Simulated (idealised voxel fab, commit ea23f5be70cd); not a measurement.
Presented below is a process module, voxel plated lines.
Shown is cross-section cut, with a width of 295 nm and square cells of size 5 nm.
In what follows, cross-sections appear as grids of square cells, described through bands that run from the top down, where every band is one or more rows of cells. This entry defines a band. It first specifies the height of the band's top and the height of its bottom in nm, and then specifies the band's materials from left to right, stating each material with its width in nm. The word "all across" identifies a single material that fills the band from edge to edge, while the word "empty" identifies empty space. Where do heights start? At 0: under that level the wafer as delivered is made of one material only. And the lowest band has no floor; it just carries on downward, as in "0 nm and below". The width entry "30->40" should be interpreted row by row: the top row of cells in the band takes the first number, the bottom row takes the second number, and the change between adjacent rows is uniform throughout. You'll sometimes find "same as before" written for a step, and that's the way of saying that nowhere in the cross-section did a cell change during that step. Basically, "Voids, fully enclosed" tells you about the enclosed voids: empty spaces with no open way to the top, 8 cells or bigger, each written width x height at distance, where distance is from the left edge, all in nm. It should be noted that, on the line of a given step, the content following the step's settings is a remark produced by the simulator itself with respect to that step. Steps that use a mask can have "overlay nm" on their line. It says how far the mask sat to the right of where it was meant to be. Negative means to the left.

LIST OF PLANNED PROCESS STEPS
step 1: RECEIVE (material Si)
step 2: CONFORMAL_DEP (material Al2O3; thk nm 15)
step 3: DIRECTIONAL_DEP (material TiN; thk nm 5)
step 4: PATTERN (tone open; mask id LINES; material resist; width nm 30; pitch nm 55; thk nm 20; overlay nm -15)
step 5: EPI (material Ru; thk nm 5)
step 6: STRIP (etch materials resist)
step 7: DIRECTIONAL_ETCH (etch materials TiN; depth nm 5)
step 8: CONFORMAL_DEP (material SiN; thk nm 10)
The plan's step 4 overlay nm is the first wafer's value; the wafers differ in this setting and start identical.

STEP 1 COMPLETE: AS-RECEIVED CROSS-SECTION OF THE FIRST OF SEVERAL WAFERS
0 nm and below  Si all across
Voids, fully enclosed: none

WHERE EACH WAFER STANDS AT THE END OF THE MODULE, A ROW APIECE: CELLS OF EACH MATERIAL GAINED (+) OR LOST (-) SINCE IT WAS RECEIVED, THEN CLOSED VOIDS
overlay nm -15 | +177 Al2O3 | +12 Ru | +134 SiN | +12 TiN | Voids, fully enclosed: none
overlay nm -10 | +177 Al2O3 | +12 Ru | +134 SiN | +12 TiN | Voids, fully enclosed: none
overlay nm -5 | +177 Al2O3 | +12 Ru | +134 SiN | +12 TiN | Voids, fully enclosed: none
overlay nm 0 | +177 Al2O3 | +12 Ru | +134 SiN | +12 TiN | Voids, fully enclosed: none
overlay nm 5 | +177 Al2O3 | +12 Ru | +134 SiN | +12 TiN | Voids, fully enclosed: none
overlay nm 10 | +177 Al2O3 | +12 Ru | +134 SiN | +12 TiN | Voids, fully enclosed: none
overlay nm 15 | +177 Al2O3 | +12 Ru | +134 SiN | +12 TiN | Voids, fully enclosed: none
